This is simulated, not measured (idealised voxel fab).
voxel gate over fins: a process module
Xsec cut, 280 nm wide, square cell size 5 nm.
A cross-section in this document is a grid of square cells, and it is written down as bands, the top band listed before the ones below it; a band is made up of one or more rows of cells. What a band's entry tells you: where the top is and where the bottom is, as heights in nm, and after that what lies inside, material by material from left to right, each with its width in nm. Empty space is written as the word "air", and a single material marked with the word "edge to edge" occupies the band from edge to edge. It should be noted that heights are counted from 0, beneath which the wafer as supplied is of one material throughout, and that the lowest band possesses no lower boundary but continues downward, as written in "top 0, no bottom". The notation "30->40" denotes a width that varies across the rows of cells in the band, beginning at the first number in the top row, finishing at the second number in the bottom row, and changing by an identical amount from each row to the next. "nothing altered" -> step changed no cross-section cell. "Non-vented voids" contains a list of empty spaces, each no smaller than 8 cells and without an open way to the top, written in the form width x height at distance with the distance from the left edge and all three in nm. What comes after the settings on a step's line is commentary from the simulator itself on that step. On any step carrying a mask, the "overlay nm" setting, if present on the step's line, tells how far right of its planned place the mask lay; negative values point to the left.

Process steps (planned):
step 1: RECEIVE | material Si
step 2: CONFORMAL_DEP | material SiN | thk nm 10
step 3: MASKED_ETCH | tone cover | mask id FINS | width nm 15 | pitch nm 55 | etch materials SiN | depth nm 10 | overlay nm 0
step 4: MASKED_ETCH | tone cover | mask id FINS | width nm 15 | pitch nm 55 | etch materials Si | depth nm 40 | overlay nm 0
step 5: FILL_DEP | material SiO2 | thk nm 15
step 6: CMP | height nm 10
step 7: DIRECTIONAL_DEP | material aC | thk nm 10
step 8: PATTERN | tone open | mask id RAIL | material resist | width nm 15 | thk nm 25 | overlay nm 0
step 9: DIRECTIONAL_ETCH | etch materials aC | depth nm 10
step 10: STRIP | etch materials resist
step 11: DIRECTIONAL_ETCH | etch materials SiO2 | depth nm 45
step 12: STRIP | etch materials aC
step 13: CONFORMAL_DEP | material TiN | thk nm 5
step 14: FILL_DEP | material Ru | thk nm 5
step 15: CMP | height nm 10
step 16: SELECTIVE_ETCH | etch materials W Ru TiN | depth nm 30
step 17: FILL_DEP | material SiO2 | thk nm 5
step 18: CMP | height nm 10
step 19: SELECTIVE_ETCH | etch materials SiO2 | depth nm 25
step 20: STRIP | etch materials SiN
step 21: CONFORMAL_DEP | material HfO2 | thk nm 5
step 22: CONFORMAL_DEP | material TiN | thk nm 5
step 23: CONFORMAL_DEP | material TiAl | thk nm 5
step 24: CONFORMAL_DEP | material TiN | thk nm 5
step 25: FILL_DEP | material W | thk nm 15
step 26: CMP | height nm 30
step 27: CONFORMAL_DEP | material SiN | thk nm 10
Among the wafers covered here, the point of difference is the width nm at step 8; their starting state is shared, and the plan presents the value of the first wafer.

Received wafers, first of several: cross-section after step 1:
- top 0, no bottom | Si edge to edge
- Non-vented voids: none

Per wafer (row), end of module: delta in cells per material since receipt, (+) for gained, (-) for lost; closed voids after that:
width nm 15; +80 HfO2; +2 Ru; -352 Si; +112 SiN; +211 SiO2; +80 TiAl; +167 TiN; +148 W; Non-vented voids: none
width nm 20; +80 HfO2; +4 Ru; -352 Si; +112 SiN; +208 SiO2; +80 TiAl; +168 TiN; +148 W; Non-vented voids: none
width nm 25; +80 HfO2; +6 Ru; -352 Si; +112 SiN; +205 SiO2; +80 TiAl; +169 TiN; +148 W; Non-vented voids: none
width nm 30; +80 HfO2; +8 Ru; -352 Si; +112 SiN; +202 SiO2; +80 TiAl; +170 TiN; +148 W; Non-vented voids: none
